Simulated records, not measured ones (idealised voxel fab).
The following is a process module called voxel self aligned contacts.
The cross-section on display is named cut; it measures 185 nm wide, and its cells are 5 nm squares.
Just so we're on the same page, the cross-sections are grids of square cells, and they're listed out in bands top to bottom, each band one or more rows deep. It is stipulated that each band's entry specify, in nanometres, the height of the top of the band and then that of its bottom, followed by the materials of the band in left-to-right sequence, each together with its width in nanometres. A single material marked by the word "throughout" is understood to fill the band from edge to edge; the word "blank" is understood to denote empty space. Zero point of the height axis is 0; under it, received wafer = one material. Lowest band: continues down indefinitely, "0..down". Top row gets the first number, bottom row gets the second, and each row in between changes by the same step: that is how a band width like "30..40" works. Basically "remained unchanged" means that step didn't change any cell in the cross-section. In "Closed void catalog" the enclosed voids are listed, meaning empty spaces of 8 cells or larger without any opening to the top. The form is width x height at distance, distance from the left edge, units nm. Where a step's line continues beyond its settings, the continuation is a remark by the simulator itself on that step. overlay nm: on a step with a mask, how far right of its planned place the mask lay; negative means left.

**plan**
step 1: RECEIVE with material Si
step 2: CONFORMAL_DEP with material SiO2, thk nm 5
step 3: DIRECTIONAL_DEP with material polySi, thk nm 25
step 4: DIRECTIONAL_DEP with material SiN, thk nm 20
step 5: PATTERN with tone cover, mask id GATE, material resist, width nm 25, pitch nm 60, thk nm 20, overlay nm 0
step 6: DIRECTIONAL_ETCH with etch materials SiN, depth nm 20
step 7: DIRECTIONAL_ETCH with etch materials polySi, depth nm 25
step 8: STRIP with etch materials resist
step 9: CONFORMAL_DEP with material SiN, thk nm 5
step 10: DIRECTIONAL_ETCH with etch materials SiN, depth nm 5
step 11: FILL_DEP with material SiO2, thk nm 20
step 12: CMP with height nm 60
step 13: PATTERN with tone open, mask id CONTACT, material resist, width nm 45, pitch nm 60, thk nm 15, overlay nm 0
step 14: DIRECTIONAL_ETCH with etch materials SiO2, depth nm 60
step 15: STRIP with etch materials resist
step 16: CONFORMAL_DEP with material TiN, thk nm 5
step 17: FILL_DEP with material Ru, thk nm 10
step 18: CMP with height nm 60
step 19: CONFORMAL_DEP with material SiCN, thk nm 5

**On the first of the two wafers: run conducted according to plan**

**Cross-section of the wafer as it came to us, i.e., already through step 1**
  0..down: Si throughout
  Closed void catalog: none

**Sectional view: wafer, after step 2**
  5..0: SiO2 throughout
  Nothing below the height 0 has changed.

**Sectional view: wafer, after step 3**
  30..5: polySi throughout
  Nothing below the height 5 has changed.

**Sectional view: wafer, after step 4**
  50..30: SiN throughout
  Nothing below the height 30 has changed.

**Sectional view: wafer, after step 5**
  70..50: 20 nm blank, then 25 nm resist, then 35 nm blank, then 25 nm resist, then 35 nm blank, then 25 nm resist, then 20 nm blank
  Nothing below the height 50 has changed.

**Sectional view: wafer, after step 6**
  70..50: 20 nm blank, then 25 nm resist, then 35 nm blank, then 25 nm resist, then 35 nm blank, then 25 nm resist, then 20 nm blank
  50..30: 20 nm blank, then 25 nm SiN, then 35 nm blank, then 25 nm SiN, then 35 nm blank, then 25 nm SiN, then 20 nm blank
  Nothing below the height 30 has changed.

**Sectional view: wafer, after step 7**
  70..50: 20 nm blank, then 25 nm resist, then 35 nm blank, then 25 nm resist, then 35 nm blank, then 25 nm resist, then 20 nm blank
  50..30: 20 nm blank, then 25 nm SiN, then 35 nm blank, then 25 nm SiN, then 35 nm blank, then 25 nm SiN, then 20 nm blank
  30..5: 20 nm blank, then 25 nm polySi, then 35 nm blank, then 25 nm polySi, then 35 nm blank, then 25 nm polySi, then 20 nm blank
  Nothing below the height 5 has changed.

**Sectional view: wafer, after step 8**
  50..30: 20 nm blank, then 25 nm SiN, then 35 nm blank, then 25 nm SiN, then 35 nm blank, then 25 nm SiN, then 20 nm blank
  Nothing below the height 30 has changed.

**Sectional view: wafer, after step 9**
  55..30: 15 nm blank, then 35 nm SiN, then 25 nm blank, then 35 nm SiN, then 25 nm blank, then 35 nm SiN, then 15 nm blank
  30..10: 15 nm blank, then 5 nm SiN, then 25 nm polySi, then 5 nm SiN, then 25 nm blank, then 5 nm SiN, then 25 nm polySi, then 5 nm SiN, then 25 nm blank, then 5 nm SiN, then 25 nm polySi, then 5 nm SiN, then 15 nm blank
  10..5: 20 nm SiN, then 25 nm polySi, then 35 nm SiN, then 25 nm polySi, then 35 nm SiN, then 25 nm polySi, then 20 nm SiN
  Nothing below the height 5 has changed.

**Sectional view: wafer, after step 10**
  50..30: 15 nm blank, then 35 nm SiN, then 25 nm blank, then 35 nm SiN, then 25 nm blank, then 35 nm SiN, then 15 nm blank
  30..5: 15 nm blank, then 5 nm SiN, then 25 nm polySi, then 5 nm SiN, then 25 nm blank, then 5 nm SiN, then 25 nm polySi, then 5 nm SiN, then 25 nm blank, then 5 nm SiN, then 25 nm polySi, then 5 nm SiN, then 15 nm blank
  Nothing below the height 5 has changed.

**Sectional view: wafer, after step 11**
  70..50: SiO2 throughout
  50..30: 15 nm SiO2, then 35 nm SiN, then 25 nm SiO2, then 35 nm SiN, then 25 nm SiO2, then 35 nm SiN, then 15 nm SiO2
  30..5: 15 nm SiO2, then 5 nm SiN, then 25 nm polySi, then 5 nm SiN, then 25 nm SiO2, then 5 nm SiN, then 25 nm polySi, then 5 nm SiN, then 25 nm SiO2, then 5 nm SiN, then 25 nm polySi, then 5 nm SiN, then 15 nm SiO2
  Nothing below the height 5 has changed.

**Sectional view: wafer, after step 12**
  60..50: SiO2 throughout
  Nothing below the height 50 has changed.

**Sectional view: wafer, after step 13**
  75..60: 40 nm resist, then 45 nm blank, then 15 nm resist, then 45 nm blank, then 40 nm resist
  Nothing below the height 60 has changed.

**Sectional view: wafer, after step 14**
  75..60: 40 nm resist, then 45 nm blank, then 15 nm resist, then 45 nm blank, then 40 nm resist
  60..50: 40 nm SiO2, then 45 nm blank, then 15 nm SiO2, then 45 nm blank, then 40 nm SiO2
  50..30: 15 nm SiO2, then 35 nm SiN, then 25 nm blank, then 35 nm SiN, then 25 nm blank, then 35 nm SiN, then 15 nm SiO2
  30..5: 15 nm SiO2, then 5 nm SiN, then 25 nm polySi, then 5 nm SiN, then 25 nm blank, then 5 nm SiN, then 25 nm polySi, then 5 nm SiN, then 25 nm blank, then 5 nm SiN, then 25 nm polySi, then 5 nm SiN, then 15 nm SiO2
  5..0: 50 nm SiO2, then 25 nm blank, then 35 nm SiO2, then 25 nm blank, then 50 nm SiO2
  Nothing below the height 0 has changed.

**Sectional view: wafer, after step 15**
  60..50: 40 nm SiO2, then 45 nm blank, then 15 nm SiO2, then 45 nm blank, then 40 nm SiO2
  Nothing below the height 50 has changed.

**Sectional view: wafer, after step 16**
  65..60: 45 nm TiN, then 35 nm blank, then 25 nm TiN, then 35 nm blank, then 45 nm TiN
  60..50: 40 nm SiO2, then 5..15 nm TiN, then 35..15 nm blank, then 5..15 nm TiN, then 15 nm SiO2, then 5..15 nm TiN, then 35..15 nm blank, then 5..15 nm TiN, then 40 nm SiO2
  50..30: 15 nm SiO2, then 35 nm SiN, then 5 nm TiN, then 15 nm blank, then 5 nm TiN, then 35 nm SiN, then 5 nm TiN, then 15 nm blank, then 5 nm TiN, then 35 nm SiN, then 15 nm SiO2
  30..5: 15 nm SiO2, then 5 nm SiN, then 25 nm polySi, then 5 nm SiN, then 5 nm TiN, then 15 nm blank, then 5 nm TiN, then 5 nm SiN, then 25 nm polySi, then 5 nm SiN, then 5 nm TiN, then 15 nm blank, then 5 nm TiN, then 5 nm SiN, then 25 nm polySi, then 5 nm SiN, then 15 nm SiO2
  5..0: 50 nm SiO2, then 25 nm TiN, then 35 nm SiO2, then 25 nm TiN, then 50 nm SiO2
  Nothing below the height 0 has changed.

**Sectional view: wafer, after step 17**
  75..65: Ru throughout
  65..60: 45 nm TiN, then 35 nm Ru, then 25 nm TiN, then 35 nm Ru, then 45 nm TiN
  60..50: 40 nm SiO2, then 5..15 nm TiN, then 35..15 nm Ru, then 5..15 nm TiN, then 15 nm SiO2, then 5..15 nm TiN, then 35..15 nm Ru, then 5..15 nm TiN, then 40 nm SiO2
  50..30: 15 nm SiO2, then 35 nm SiN, then 5 nm TiN, then 15 nm Ru, then 5 nm TiN, then 35 nm SiN, then 5 nm TiN, then 15 nm Ru, then 5 nm TiN, then 35 nm SiN, then 15 nm SiO2
  30..5: 15 nm SiO2, then 5 nm SiN, then 25 nm polySi, then 5 nm SiN, then 5 nm TiN, then 15 nm Ru, then 5 nm TiN, then 5 nm SiN, then 25 nm polySi, then 5 nm SiN, then 5 nm TiN, then 15 nm Ru, then 5 nm TiN, then 5 nm SiN, then 25 nm polySi, then 5 nm SiN, then 15 nm SiO2
  Nothing below the height 5 has changed.

**Sectional view: wafer, after step 18**
  60..50: 40 nm SiO2, then 5..15 nm TiN, then 35..15 nm Ru, then 5..15 nm TiN, then 15 nm SiO2, then 5..15 nm TiN, then 35..15 nm Ru, then 5..15 nm TiN, then 40 nm SiO2
  Nothing below the height 50 has changed.

**Sectional view: wafer, after step 19**
  65..60: SiCN throughout
  Nothing below the height 60 has changed.

**Here the second wafer is described. Its start and its plan were those of the first wafer. Its run contained one mistake. Up to and including step 2, it did exactly what the first wafer did**

**Cross-section of the second wafer when, according to plan, step 3 should have finished**
  25..5: SiN throughout
  Nothing below the height 5 has changed.

**Cross-section of the second wafer when, according to plan, step 4 should have finished**
  50..25: polySi throughout
  Nothing below the height 25 has changed.

**Cross-section of the second wafer when, according to plan, step 5 should have finished**
  70..50: 20 nm blank, then 25 nm resist, then 35 nm blank, then 25 nm resist, then 35 nm blank, then 25 nm resist, then 20 nm blank
  Nothing below the height 50 has changed.

Cross-section of the second wafer when, according to plan, step 6 should have finished: remained unchanged

**Cross-section of the second wafer when, according to plan, step 7 should have finished**
  70..50: 20 nm blank, then 25 nm resist, then 35 nm blank, then 25 nm resist, then 35 nm blank, then 25 nm resist, then 20 nm blank
  50..25: 20 nm blank, then 25 nm polySi, then 35 nm blank, then 25 nm polySi, then 35 nm blank, then 25 nm polySi, then 20 nm blank
  Nothing below the height 25 has changed.

**Cross-section of the second wafer when, according to plan, step 8 should have finished**
  50..25: 20 nm blank, then 25 nm polySi, then 35 nm blank, then 25 nm polySi, then 35 nm blank, then 25 nm polySi, then 20 nm blank
  Nothing below the height 25 has changed.

**Cross-section of the second wafer when, according to plan, step 9 should have finished**
  55..50: 15 nm blank, then 35 nm SiN, then 25 nm blank, then 35 nm SiN, then 25 nm blank, then 35 nm SiN, then 15 nm blank
  50..30: 15 nm blank, then 5 nm SiN, then 25 nm polySi, then 5 nm SiN, then 25 nm blank, then 5 nm SiN, then 25 nm polySi, then 5 nm SiN, then 25 nm blank, then 5 nm SiN, then 25 nm polySi, then 5 nm SiN, then 15 nm blank
  30..25: 20 nm SiN, then 25 nm polySi, then 35 nm SiN, then 25 nm polySi, then 35 nm SiN, then 25 nm polySi, then 20 nm SiN
  Nothing below the height 25 has changed.

**Cross-section of the second wafer when, according to plan, step 10 should have finished**
  50..25: 15 nm blank, then 5 nm SiN, then 25 nm polySi, then 5 nm SiN, then 25 nm blank, then 5 nm SiN, then 25 nm polySi, then 5 nm SiN, then 25 nm blank, then 5 nm SiN, then 25 nm polySi, then 5 nm SiN, then 15 nm blank
  Nothing below the height 25 has changed.

**Cross-section of the second wafer when, according to plan, step 11 should have finished**
  70..50: SiO2 throughout
  50..25: 15 nm SiO2, then 5 nm SiN, then 25 nm polySi, then 5 nm SiN, then 25 nm SiO2, then 5 nm SiN, then 25 nm polySi, then 5 nm SiN, then 25 nm SiO2, then 5 nm SiN, then 25 nm polySi, then 5 nm SiN, then 15 nm SiO2
  Nothing below the height 25 has changed.

**Cross-section of the second wafer when, according to plan, step 12 should have finished**
  60..50: SiO2 throughout
  Nothing below the height 50 has changed.

**Cross-section of the second wafer when, according to plan, step 13 should have finished**
  75..60: 40 nm resist, then 45 nm blank, then 15 nm resist, then 45 nm blank, then 40 nm resist
  Nothing below the height 60 has changed.

**Cross-section of the second wafer when, according to plan, step 14 should have finished**
  75..60: 40 nm resist, then 45 nm blank, then 15 nm resist, then 45 nm blank, then 40 nm resist
  60..50: 40 nm SiO2, then 45 nm blank, then 15 nm SiO2, then 45 nm blank, then 40 nm SiO2
  50..25: 15 nm SiO2, then 5 nm SiN, then 25 nm polySi, then 5 nm SiN, then 25 nm blank, then 5 nm SiN, then 25 nm polySi, then 5 nm SiN, then 25 nm blank, then 5 nm SiN, then 25 nm polySi, then 5 nm SiN, then 15 nm SiO2
  Nothing below the height 25 has changed.

**Cross-section of the second wafer when, according to plan, step 15 should have finished**
  60..50: 40 nm SiO2, then 45 nm blank, then 15 nm SiO2, then 45 nm blank, then 40 nm SiO2
  Nothing below the height 50 has changed.

**Cross-section of the second wafer when, according to plan, step 16 should have finished**
  65..60: 45 nm TiN, then 35 nm blank, then 25 nm TiN, then 35 nm blank, then 45 nm TiN
  60..50: 40 nm SiO2, then 5..15 nm TiN, then 35..15 nm blank, then 5..15 nm TiN, then 15 nm SiO2, then 5..15 nm TiN, then 35..15 nm blank, then 5..15 nm TiN, then 40 nm SiO2
  50..30: 15 nm SiO2, then 5 nm SiN, then 25 nm polySi, then 5 nm SiN, then 5 nm TiN, then 15 nm blank, then 5 nm TiN, then 5 nm SiN, then 25 nm polySi, then 5 nm SiN, then 5 nm TiN, then 15 nm blank, then 5 nm TiN, then 5 nm SiN, then 25 nm polySi, then 5 nm SiN, then 15 nm SiO2
  30..25: 15 nm SiO2, then 5 nm SiN, then 25 nm polySi, then 5 nm SiN, then 25 nm TiN, then 5 nm SiN, then 25 nm polySi, then 5 nm SiN, then 25 nm TiN, then 5 nm SiN, then 25 nm polySi, then 5 nm SiN, then 15 nm SiO2
  Nothing below the height 25 has changed.

**Cross-section of the second wafer when, according to plan, step 17 should have finished**
  75..65: Ru throughout
  65..60: 45 nm TiN, then 35 nm Ru, then 25 nm TiN, then 35 nm Ru, then 45 nm TiN
  60..50: 40 nm SiO2, then 5..15 nm TiN, then 35..15 nm Ru, then 5..15 nm TiN, then 15 nm SiO2, then 5..15 nm TiN, then 35..15 nm Ru, then 5..15 nm TiN, then 40 nm SiO2
  50..30: 15 nm SiO2, then 5 nm SiN, then 25 nm polySi, then 5 nm SiN, then 5 nm TiN, then 15 nm Ru, then 5 nm TiN, then 5 nm SiN, then 25 nm polySi, then 5 nm SiN, then 5 nm TiN, then 15 nm Ru, then 5 nm TiN, then 5 nm SiN, then 25 nm polySi, then 5 nm SiN, then 15 nm SiO2
  Nothing below the height 30 has changed.

**Cross-section of the second wafer when, according to plan, step 18 should have finished**
  60..50: 40 nm SiO2, then 5..15 nm TiN, then 35..15 nm Ru, then 5..15 nm TiN, then 15 nm SiO2, then 5..15 nm TiN, then 35..15 nm Ru, then 5..15 nm TiN, then 40 nm SiO2
  Nothing below the height 50 has changed.

**Cross-section of the second wafer when, according to plan, step 19 should have finished**
  65..60: SiCN throughout
  Nothing below the height 60 has changed.
Run error: plan vs actual: 3 and 4 interchanged
Final wafer comparison in cells, second versus first, more or fewer per material: Ru: 30 fewer; SiN: 64 more; SiO2: 14 fewer; TiN: 20 fewer
